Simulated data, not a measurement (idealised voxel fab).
Process module under the name voxel ribs on slabs
Pictured: cross-section cut, 295 nm wide, on a grid of 5 nm square cells.
A cross-section is a grid of square cells, given in bands from the top down. A band is one or more rows of cells. Each band's line starts with the height of the band's top and of its bottom, in nm. Then come its materials from left to right, each with its width in nm. One material with "full width" fills the band from edge to edge. "air" is empty space. Zero point of the height axis is 0; under it, received wafer = one material. Lowest band: continues down indefinitely, "0 down". Width spec "30->40" -> top row of cells at first value, bottom row at second value, equal per-row change in between. Step note "left unchanged" = no cross-section cell changed. This entry, "Closed void listing", enumerates those empty regions of no fewer than 8 cells that possess no open connection to the top. Each region is reported in the form width x height at distance, the distance being taken from the left edge, with all three quantities expressed in nm. On each step's line, the part that comes after the settings is the simulator's own comment on the step. overlay nm: right-of-plan distance of the mask on a masked step; negative values mean left-of-plan.

# The planned process steps are enumerated hereunder
step 1: RECEIVE,material Si
step 2: DIRECTIONAL_DEP,material SiO2,thk nm 20
step 3: DIRECTIONAL_DEP,material SiN,thk nm 15
step 4: PATTERN,tone cover,mask id RIB,material resist,width nm 25,thk nm 15,overlay nm 0
step 5: DIRECTIONAL_ETCH,etch materials SiN,depth nm 10
step 6: STRIP,etch materials resist
step 7: PATTERN,tone cover,mask id SLAB,material resist,width nm 65,thk nm 15,overlay nm 0
step 8: DIRECTIONAL_ETCH,etch materials SiN,depth nm 5
step 9: STRIP,etch materials resist
step 10: FILL_DEP,material SiO2,thk nm 15
step 11: CMP,height nm 45
step 12: DIRECTIONAL_DEP,material TiN,thk nm 10
step 13: MASKED_ETCH,tone cover,mask id HEATER,width nm 35,etch materials TiN,depth nm 10,overlay nm 0
step 14: CONFORMAL_DEP,material SiN,thk nm 10

# So, the first of our two wafers, run just as we planned it

# Cross-section of the wafer at receipt, which is the condition after step 1
- 0 down: Si full width
- Closed void listing: none

# Take a look at the wafer's cross-section after step 2
- 20 to 0: SiO2 full width
- Below 0, no change.

# Take a look at the wafer's cross-section after step 3
- 35 to 20: SiN full width
- Below 20, no change.

# Take a look at the wafer's cross-section after step 4
- 50 to 35: air: 135, resist: 25, air: 135
- Below 35, no change.

# Take a look at the wafer's cross-section after step 5
- 50 to 35: air: 135, resist: 25, air: 135
- 35 to 25: air: 135, SiN: 25, air: 135
- Below 25, no change.

# Take a look at the wafer's cross-section after step 6
- 35 to 25: air: 135, SiN: 25, air: 135
- Below 25, no change.

# Take a look at the wafer's cross-section after step 7
- 50 to 35: air: 115, resist: 65, air: 115
- 35 to 25: air: 115, resist: 20, SiN: 25, resist: 20, air: 115
- Below 25, no change.

# Take a look at the wafer's cross-section after step 8
- 50 to 35: air: 115, resist: 65, air: 115
- 35 to 25: air: 115, resist: 20, SiN: 25, resist: 20, air: 115
- 25 to 20: air: 115, SiN: 65, air: 115
- Below 20, no change.

# Take a look at the wafer's cross-section after step 9
- 35 to 25: air: 135, SiN: 25, air: 135
- Below 25, no change.

# Take a look at the wafer's cross-section after step 10
- 50 to 35: SiO2 full width
- 35 to 25: SiO2: 135, SiN: 25, SiO2: 135
- 25 to 20: SiO2: 115, SiN: 65, SiO2: 115
- Below 20, no change.

# Take a look at the wafer's cross-section after step 11
- 45 to 35: SiO2 full width
- Below 35, no change.

# Take a look at the wafer's cross-section after step 12
- 55 to 45: TiN full width
- Below 45, no change.

# Take a look at the wafer's cross-section after step 13
- 55 to 45: air: 130, TiN: 35, air: 130
- Below 45, no change.

# Take a look at the wafer's cross-section after step 14
- 65 to 55: air: 120, SiN: 55, air: 120
- 55 to 45: SiN: 130, TiN: 35, SiN: 130
- Below 45, no change.

# Second wafer, same starting state and plan as the first, one mistake in the run, identical through step 3

# Cross-section of the second wafer at the time by which step 4 should have been completed according to the plan
- 50 to 35: air: 125, resist: 25, air: 145
- Below 35, no change.

# Cross-section of the second wafer at the time by which step 5 should have been completed according to the plan
- 50 to 35: air: 125, resist: 25, air: 145
- 35 to 25: air: 125, SiN: 25, air: 145
- Below 25, no change.

# Cross-section of the second wafer at the time by which step 6 should have been completed according to the plan
- 35 to 25: air: 125, SiN: 25, air: 145
- Below 25, no change.

# Cross-section of the second wafer at the time by which step 7 should have been completed according to the plan
- 50 to 35: air: 115, resist: 65, air: 115
- 35 to 25: air: 115, resist: 10, SiN: 25, resist: 30, air: 115
- Below 25, no change.

# Cross-section of the second wafer at the time by which step 8 should have been completed according to the plan
- 50 to 35: air: 115, resist: 65, air: 115
- 35 to 25: air: 115, resist: 10, SiN: 25, resist: 30, air: 115
- 25 to 20: air: 115, SiN: 65, air: 115
- Below 20, no change.

# Cross-section of the second wafer at the time by which step 9 should have been completed according to the plan
- 35 to 25: air: 125, SiN: 25, air: 145
- Below 25, no change.

# Cross-section of the second wafer at the time by which step 10 should have been completed according to the plan
- 50 to 35: SiO2 full width
- 35 to 25: SiO2: 125, SiN: 25, SiO2: 145
- 25 to 20: SiO2: 115, SiN: 65, SiO2: 115
- Below 20, no change.

# Cross-section of the second wafer at the time by which step 11 should have been completed according to the plan
- 45 to 35: SiO2 full width
- Below 35, no change.

# Cross-section of the second wafer at the time by which step 12 should have been completed according to the plan
- 55 to 45: TiN full width
- Below 45, no change.

# Cross-section of the second wafer at the time by which step 13 should have been completed according to the plan
- 55 to 45: air: 130, TiN: 35, air: 130
- Below 45, no change.

# Cross-section of the second wafer at the time by which step 14 should have been completed according to the plan
- 65 to 55: air: 120, SiN: 55, air: 120
- 55 to 45: SiN: 130, TiN: 35, SiN: 130
- Below 45, no change.
Misprocessing identified: step 4 ran with different settings than intended, the actual operation and settings being PATTERN,tone cover,mask id RIB,material resist,width nm 25,thk nm 15,overlay nm -10
Heads up: at the end the two wafers have identical cell counts per material, they're just laid out differently.
